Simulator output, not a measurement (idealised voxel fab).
The following process module bears the name voxel transistor to metal.
It is cross-section cut that appears here, measuring 300 nm in width, its square cells being 5 nm in size.
If you're reading a cross-section in this doc, picture square cells in a grid; it comes to you as bands, top ones listed first down to the bottom, and a band can be one or more rows of cells.
Heads up on the band format: heights come first, top then bottom, in nm. After that it's the materials left to right, each with its width in nm. A single material flagged "throughout" fills the whole band edge to edge, and "air" means there's empty space there.
We count height from 0. Below that, the starting wafer is all one material. The lowest band never ends at the bottom but goes on down; see "from 0 down" for how that is written.
Read "30..40" as a graded width: first number on top, second number at the bottom, same change between each pair of neighbouring rows.
Any step labelled "no change occurred" changed none of the cells in the cross-section.
Empty spaces without an open route to the top, at least 8 cells in extent, make up the entry "Enclosed void list"; each is given as width x height at distance, where the distance is measured from the left edge, and all are in nm.
On each step's line, the part that comes after the settings is the simulator's own comment on the step.
overlay nm: right-of-plan distance of the mask on a masked step; negative values mean left-of-plan.
Pairs, read this way: before one process step on the one hand, after it on the other, the after cross-section ending at the lowest band that changed; the step between, settings included, beneath. Same starting wafer throughout, but possibly different runs of this module, so no pair continues from the pair above unless its entry headed "Pre-step section" says so.
PRE-STEP SECTION
    from 85 to 80 = TiN: 40 / air: 10 / TiN: 65 / air: 10 / TiN: 50 / air: 10 / TiN: 65 / air: 10 / TiN: 40
    from 80 to 55 = SiO2: 35 / TiN: 5 / air: 10 / TiN: 5 / SiO2: 55 / TiN: 5 / air: 10 / TiN: 5 / SiO2: 40 / TiN: 5 / air: 10 / TiN: 5 / SiO2: 55 / TiN: 5 / air: 10 / TiN: 5 / SiO2: 35
    from 55 to 50 = SiCN: 35 / TiN: 20 / SiCN: 55 / TiN: 20 / SiCN: 40 / TiN: 20 / SiCN: 55 / TiN: 20 / SiCN: 35
    from 50 to 40 = SiO2: 35 / TiN: 5 / W: 10 / TiN: 5 / SiO2: 55 / TiN: 5 / W: 10 / TiN: 5 / SiO2: 40 / TiN: 5 / W: 10 / TiN: 5 / SiO2: 55 / TiN: 5 / W: 10 / TiN: 5 / SiO2: 35
    from 40 to 35 = SiO2: 35 / TiN: 20 / SiO2: 55 / TiN: 20 / SiO2: 40 / TiN: 20 / SiO2: 55 / TiN: 20 / SiO2: 35
    from 35 to 30 = W: 60 / SiN: 5 / W: 5 / SiCN: 25 / W: 5 / SiN: 5 / W: 90 / SiN: 5 / W: 5 / SiCN: 25 / W: 5 / SiN: 5 / W: 60
    from 30 to 20 = W: 60 / SiN: 5 / SiO2: 5 / SiCN: 25 / SiO2: 5 / SiN: 5 / W: 90 / SiN: 5 / SiO2: 5 / SiCN: 25 / SiO2: 5 / SiN: 5 / W: 60
    from 20 to 10 = W: 60 / SiN: 5 / SiO2: 5 / polySi: 25 / SiO2: 5 / SiN: 5 / W: 90 / SiN: 5 / SiO2: 5 / polySi: 25 / SiO2: 5 / SiN: 5 / W: 60
    from 10 to 5 = W: 30 / nSi: 30 / SiN: 5 / SiO2: 5 / polySi: 25 / SiO2: 5 / SiN: 5 / nSi: 30 / W: 30 / nSi: 30 / SiN: 5 / SiO2: 5 / polySi: 25 / SiO2: 5 / SiN: 5 / nSi: 30 / W: 30
    from 5 to 0 = W: 30 / SiN: 5 / nSi: 25 / SiN: 5 / SiO2: 5 / polySi: 25 / SiO2: 5 / SiN: 5 / nSi: 25 / SiN: 5 / W: 30 / SiN: 5 / nSi: 25 / SiN: 5 / SiO2: 5 / polySi: 25 / SiO2: 5 / SiN: 5 / nSi: 25 / SiN: 5 / W: 30
    from 0 to -5 = SiO2: 35 / nSi: 25 / SiO2: 45 / nSi: 25 / SiO2: 40 / nSi: 25 / SiO2: 45 / nSi: 25 / SiO2: 35
    from -5 to -20 = SiO2: 30 / Si: 5 / nSi: 25 / Si: 45 / nSi: 25 / Si: 5 / SiO2: 30 / Si: 5 / nSi: 25 / Si: 45 / nSi: 25 / Si: 5 / SiO2: 30
    from -20 to -35 = SiO2: 30 / Si: 105 / SiO2: 30 / Si: 105 / SiO2: 30
    from -35 down = Si throughout
    Enclosed void list: none
STEP OUTCOME
    from 95 to 85 = W throughout
    from 85 to 80 = TiN: 40 / W: 10 / TiN: 65 / W: 10 / TiN: 50 / W: 10 / TiN: 65 / W: 10 / TiN: 40
    from 80 to 55 = SiO2: 35 / TiN: 5 / W: 10 / TiN: 5 / SiO2: 55 / TiN: 5 / W: 10 / TiN: 5 / SiO2: 40 / TiN: 5 / W: 10 / TiN: 5 / SiO2: 55 / TiN: 5 / W: 10 / TiN: 5 / SiO2: 35
    Rest of section, below 55: as before.
    Enclosed void list: none
The structure shown above changes from one cross-section to the other through FILL_DEP | material W | thk nm 10
Pre-step section: the cross-section after the pair above
STEP OUTCOME
    from 80 to 55 = SiO2: 35 / TiN: 5 / W: 10 / TiN: 5 / SiO2: 55 / TiN: 5 / W: 10 / TiN: 5 / SiO2: 40 / TiN: 5 / W: 10 / TiN: 5 / SiO2: 55 / TiN: 5 / W: 10 / TiN: 5 / SiO2: 35
    Rest of section, below 55: as before.
    Enclosed void list: none
The structure shown above changes from one cross-section to the other through CMP | height nm 80
Pre-step section: the cross-section after the pair above
STEP OUTCOME
    from 85 to 80 = SiCN throughout
    Rest of section, below 80: as before.
    Enclosed void list: none
The structure shown above changes from one cross-section to the other through CONFORMAL_DEP | material SiCN | thk nm 5
PRE-STEP SECTION
    from 50 to 35 = SiO2 throughout
    from 35 to 20 = SiO2: 60 / SiN: 5 / SiO2: 5 / SiCN: 25 / SiO2: 5 / SiN: 5 / SiO2: 90 / SiN: 5 / SiO2: 5 / SiCN: 25 / SiO2: 5 / SiN: 5 / SiO2: 60
    from 20 to 10 = SiO2: 60 / SiN: 5 / SiO2: 5 / polySi: 25 / SiO2: 5 / SiN: 5 / SiO2: 90 / SiN: 5 / SiO2: 5 / polySi: 25 / SiO2: 5 / SiN: 5 / SiO2: 60
    from 10 to 5 = SiO2: 30 / nSi: 30 / SiN: 5 / SiO2: 5 / polySi: 25 / SiO2: 5 / SiN: 5 / nSi: 30 / SiO2: 30 / nSi: 30 / SiN: 5 / SiO2: 5 / polySi: 25 / SiO2: 5 / SiN: 5 / nSi: 30 / SiO2: 30
    from 5 to 0 = SiO2: 30 / SiN: 5 / nSi: 25 / SiN: 5 / SiO2: 5 / polySi: 25 / SiO2: 5 / SiN: 5 / nSi: 25 / SiN: 5 / SiO2: 30 / SiN: 5 / nSi: 25 / SiN: 5 / SiO2: 5 / polySi: 25 / SiO2: 5 / SiN: 5 / nSi: 25 / SiN: 5 / SiO2: 30
    from 0 to -5 = SiO2: 35 / nSi: 25 / SiO2: 45 / nSi: 25 / SiO2: 40 / nSi: 25 / SiO2: 45 / nSi: 25 / SiO2: 35
    from -5 to -20 = SiO2: 30 / Si: 5 / nSi: 25 / Si: 45 / nSi: 25 / Si: 5 / SiO2: 30 / Si: 5 / nSi: 25 / Si: 45 / nSi: 25 / Si: 5 / SiO2: 30
    from -20 to -35 = SiO2: 30 / Si: 105 / SiO2: 30 / Si: 105 / SiO2: 30
    from -35 down = Si throughout
    Enclosed void list: none
STEP OUTCOME
    from 65 to 50 = air: 35 / resist: 20 / air: 55 / resist: 20 / air: 40 / resist: 20 / air: 55 / resist: 20 / air: 35
    Rest of section, below 50: as before.
    Enclosed void list: none
The structure shown above changes from one cross-section to the other through PATTERN | tone cover | mask id CONTACT | material resist | width nm 20 | thk nm 15 | overlay nm 0
Pre-step section: the cross-section after the pair above
STEP OUTCOME
    from 65 to 50 = air: 35 / resist: 20 / air: 55 / resist: 20 / air: 40 / resist: 20 / air: 55 / resist: 20 / air: 35
    from 50 to 35 = air: 35 / SiO2: 20 / air: 55 / SiO2: 20 / air: 40 / SiO2: 20 / air: 55 / SiO2: 20 / air: 35
    from 35 to 20 = air: 35 / SiO2: 20 / air: 5 / SiN: 5 / air: 5 / SiCN: 25 / air: 5 / SiN: 5 / air: 5 / SiO2: 20 / air: 40 / SiO2: 20 / air: 5 / SiN: 5 / air: 5 / SiCN: 25 / air: 5 / SiN: 5 / air: 5 / SiO2: 20 / air: 35
    from 20 to 10 = air: 35 / SiO2: 20 / air: 5 / SiN: 5 / air: 5 / polySi: 25 / air: 5 / SiN: 5 / air: 5 / SiO2: 20 / air: 40 / SiO2: 20 / air: 5 / SiN: 5 / air: 5 / polySi: 25 / air: 5 / SiN: 5 / air: 5 / SiO2: 20 / air: 35
    Rest of section, below 10: as before.
    Enclosed void list: none
The structure shown above changes from one cross-section to the other through DIRECTIONAL_ETCH | etch materials SiO2 | depth nm 40
Pre-step section: the cross-section after the pair above
STEP OUTCOME
    from 50 to 35 = air: 35 / SiO2: 20 / air: 55 / SiO2: 20 / air: 40 / SiO2: 20 / air: 55 / SiO2: 20 / air: 35
    Rest of section, below 35: as before.
    Enclosed void list: none
The structure shown above changes from one cross-section to the other through STRIP | etch materials resist
Pre-step section: the cross-section after the pair above
STEP OUTCOME
    from 55 to 50 = air: 30 / TiN: 30 / air: 45 / TiN: 30 / air: 30 / TiN: 30 / air: 45 / TiN: 30 / air: 30
    from 50 to 40 = air: 30 / TiN: 5 / SiO2: 20 / TiN: 5 / air: 45 / TiN: 5 / SiO2: 20 / TiN: 5 / air: 30 / TiN: 5 / SiO2: 20 / TiN: 5 / air: 45 / TiN: 5 / SiO2: 20 / TiN: 5 / air: 30
    from 40 to 35 = air: 30 / TiN: 5 / SiO2: 20 / TiN: 55 / SiO2: 20 / TiN: 5 / air: 30 / TiN: 5 / SiO2: 20 / TiN: 55 / SiO2: 20 / TiN: 5 / air: 30
    from 35 to 20 = air: 30 / TiN: 5 / SiO2: 20 / TiN: 5 / SiN: 5 / TiN: 5 / SiCN: 25 / TiN: 5 / SiN: 5 / TiN: 5 / SiO2: 20 / TiN: 5 / air: 30 / TiN: 5 / SiO2: 20 / TiN: 5 / SiN: 5 / TiN: 5 / SiCN: 25 / TiN: 5 / SiN: 5 / TiN: 5 / SiO2: 20 / TiN: 5 / air: 30
    from 20 to 15 = air: 30 / TiN: 5 / SiO2: 20 / TiN: 5 / SiN: 5 / TiN: 5 / polySi: 25 / TiN: 5 / SiN: 5 / TiN: 5 / SiO2: 20 / TiN: 5 / air: 30 / TiN: 5 / SiO2: 20 / TiN: 5 / SiN: 5 / TiN: 5 / polySi: 25 / TiN: 5 / SiN: 5 / TiN: 5 / SiO2: 20 / TiN: 5 / air: 30
    from 15 to 10 = TiN: 35 / SiO2: 20 / TiN: 5 / SiN: 5 / TiN: 5 / polySi: 25 / TiN: 5 / SiN: 5 / TiN: 5 / SiO2: 20 / TiN: 40 / SiO2: 20 / TiN: 5 / SiN: 5 / TiN: 5 / polySi: 25 / TiN: 5 / SiN: 5 / TiN: 5 / SiO2: 20 / TiN: 35
    Rest of section, below 10: as before.
    Enclosed void list: none
The structure shown above changes from one cross-section to the other through CONFORMAL_DEP | material TiN | thk nm 5
Pre-step section: the cross-section after the pair above
STEP OUTCOME
    from 60 to 55 = W throughout
    from 55 to 50 = W: 30 / TiN: 30 / W: 45 / TiN: 30 / W: 30 / TiN: 30 / W: 45 / TiN: 30 / W: 30
    from 50 to 40 = W: 30 / TiN: 5 / SiO2: 20 / TiN: 5 / W: 45 / TiN: 5 / SiO2: 20 / TiN: 5 / W: 30 / TiN: 5 / SiO2: 20 / TiN: 5 / W: 45 / TiN: 5 / SiO2: 20 / TiN: 5 / W: 30
    from 40 to 35 = W: 30 / TiN: 5 / SiO2: 20 / TiN: 55 / SiO2: 20 / TiN: 5 / W: 30 / TiN: 5 / SiO2: 20 / TiN: 55 / SiO2: 20 / TiN: 5 / W: 30
    from 35 to 20 = W: 30 / TiN: 5 / SiO2: 20 / TiN: 5 / SiN: 5 / TiN: 5 / SiCN: 25 / TiN: 5 / SiN: 5 / TiN: 5 / SiO2: 20 / TiN: 5 / W: 30 / TiN: 5 / SiO2: 20 / TiN: 5 / SiN: 5 / TiN: 5 / SiCN: 25 / TiN: 5 / SiN: 5 / TiN: 5 / SiO2: 20 / TiN: 5 / W: 30
    from 20 to 15 = W: 30 / TiN: 5 / SiO2: 20 / TiN: 5 / SiN: 5 / TiN: 5 / polySi: 25 / TiN: 5 / SiN: 5 / TiN: 5 / SiO2: 20 / TiN: 5 / W: 30 / TiN: 5 / SiO2: 20 / TiN: 5 / SiN: 5 / TiN: 5 / polySi: 25 / TiN: 5 / SiN: 5 / TiN: 5 / SiO2: 20 / TiN: 5 / W: 30
    Rest of section, below 15: as before.
    Enclosed void list: none
The structure shown above changes from one cross-section to the other through FILL_DEP | material W | thk nm 5
Pre-step section: the cross-section after the pair above
STEP OUTCOME
    from 50 to 40 = W: 30 / TiN: 5 / SiO2: 20 / TiN: 5 / W: 45 / TiN: 5 / SiO2: 20 / TiN: 5 / W: 30 / TiN: 5 / SiO2: 20 / TiN: 5 / W: 45 / TiN: 5 / SiO2: 20 / TiN: 5 / W: 30
    Rest of section, below 40: as before.
    Enclosed void list: none
The structure shown above changes from one cross-section to the other through CMP | height nm 50
Pre-step section: the cross-section after the pair above
STEP OUTCOME
    from 55 to 50 = SiCN throughout
    Rest of section, below 50: as before.
    Enclosed void list: none
The structure shown above changes from one cross-section to the other through CONFORMAL_DEP | material SiCN | thk nm 5
Pre-step section: the cross-section after the pair above
STEP OUTCOME
    from 80 to 55 = SiO2 throughout
    Rest of section, below 55: as before.
    Enclosed void list: none
The structure shown above changes from one cross-section to the other through DIRECTIONAL_DEP | material SiO2 | thk nm 25
Pre-step section: the cross-section after the pair above
STEP OUTCOME
    from 95 to 80 = resist: 35 / air: 20 / resist: 55 / air: 20 / resist: 40 / air: 20 / resist: 55 / air: 20 / resist: 35
    Rest of section, below 80: as before.
    Enclosed void list: none
The structure shown above changes from one cross-section to the other through PATTERN | tone open | mask id METAL_1 | material resist | width nm 20 | thk nm 15 | overlay nm 0
Pre-step section: the cross-section after the pair above
STEP OUTCOME
    from 95 to 80 = resist: 35 / air: 20 / resist: 55 / air: 20 / resist: 40 / air: 20 / resist: 55 / air: 20 / resist: 35
    from 80 to 55 = SiO2: 35 / air: 20 / SiO2: 55 / air: 20 / SiO2: 40 / air: 20 / SiO2: 55 / air: 20 / SiO2: 35
    Rest of section, below 55: as before.
    Enclosed void list: none
The structure shown above changes from one cross-section to the other through DIRECTIONAL_ETCH | etch materials SiO2 | depth nm 25
Pre-step section: the cross-section after the pair above
STEP OUTCOME
    from 95 to 80 = resist: 35 / air: 20 / resist: 55 / air: 20 / resist: 40 / air: 20 / resist: 55 / air: 20 / resist: 35
    from 80 to 55 = SiO2: 35 / air: 20 / SiO2: 55 / air: 20 / SiO2: 40 / air: 20 / SiO2: 55 / air: 20 / SiO2: 35
    from 55 to 50 = SiCN: 35 / air: 20 / SiCN: 55 / air: 20 / SiCN: 40 / air: 20 / SiCN: 55 / air: 20 / SiCN: 35
    Rest of section, below 50: as before.
    Enclosed void list: none
The structure shown above changes from one cross-section to the other through DIRECTIONAL_ETCH | etch materials SiCN | depth nm 5
Pre-step section: the cross-section after the pair above
STEP OUTCOME
    from 80 to 55 = SiO2: 35 / air: 20 / SiO2: 55 / air: 20 / SiO2: 40 / air: 20 / SiO2: 55 / air: 20 / SiO2: 35
    Rest of section, below 55: as before.
    Enclosed void list: none
The structure shown above changes from one cross-section to the other through STRIP | etch materials resist
Pre-step section: the cross-section after the pair above
STEP OUTCOME
    from 85 to 80 = TiN: 40 / air: 10 / TiN: 65 / air: 10 / TiN: 50 / air: 10 / TiN: 65 / air: 10 / TiN: 40
    from 80 to 55 = SiO2: 35 / TiN: 5 / air: 10 / TiN: 5 / SiO2: 55 / TiN: 5 / air: 10 / TiN: 5 / SiO2: 40 / TiN: 5 / air: 10 / TiN: 5 / SiO2: 55 / TiN: 5 / air: 10 / TiN: 5 / SiO2: 35
    from 55 to 50 = SiCN: 35 / TiN: 20 / SiCN: 55 / TiN: 20 / SiCN: 40 / TiN: 20 / SiCN: 55 / TiN: 20 / SiCN: 35
    Rest of section, below 50: as before.
    Enclosed void list: none
The structure shown above changes from one cross-section to the other through CONFORMAL_DEP | material TiN | thk nm 5
Pre-step section: the cross-section after the pair above
STEP OUTCOME
    from 95 to 85 = W throughout
    from 85 to 80 = TiN: 40 / W: 10 / TiN: 65 / W: 10 / TiN: 50 / W: 10 / TiN: 65 / W: 10 / TiN: 40
    from 80 to 55 = SiO2: 35 / TiN: 5 / W: 10 / TiN: 5 / SiO2: 55 / TiN: 5 / W: 10 / TiN: 5 / SiO2: 40 / TiN: 5 / W: 10 / TiN: 5 / SiO2: 55 / TiN: 5 / W: 10 / TiN: 5 / SiO2: 35
    Rest of section, below 55: as before.
    Enclosed void list: none
The structure shown above changes from one cross-section to the other through FILL_DEP | material W | thk nm 10
Pre-step section: the cross-section after the pair above
STEP OUTCOME
    from 80 to 55 = SiO2: 35 / TiN: 5 / W: 10 / TiN: 5 / SiO2: 55 / TiN: 5 / W: 10 / TiN: 5 / SiO2: 40 / TiN: 5 / W: 10 / TiN: 5 / SiO2: 55 / TiN: 5 / W: 10 / TiN: 5 / SiO2: 35
    Rest of section, below 55: as before.
    Enclosed void list: none
The structure shown above changes from one cross-section to the other through CMP | height nm 80
Pre-step section: the cross-section after the pair above
STEP OUTCOME
    from 85 to 80 = SiCN throughout
    Rest of section, below 80: as before.
    Enclosed void list: none
The structure shown above changes from one cross-section to the other through CONFORMAL_DEP | material SiCN | thk nm 5
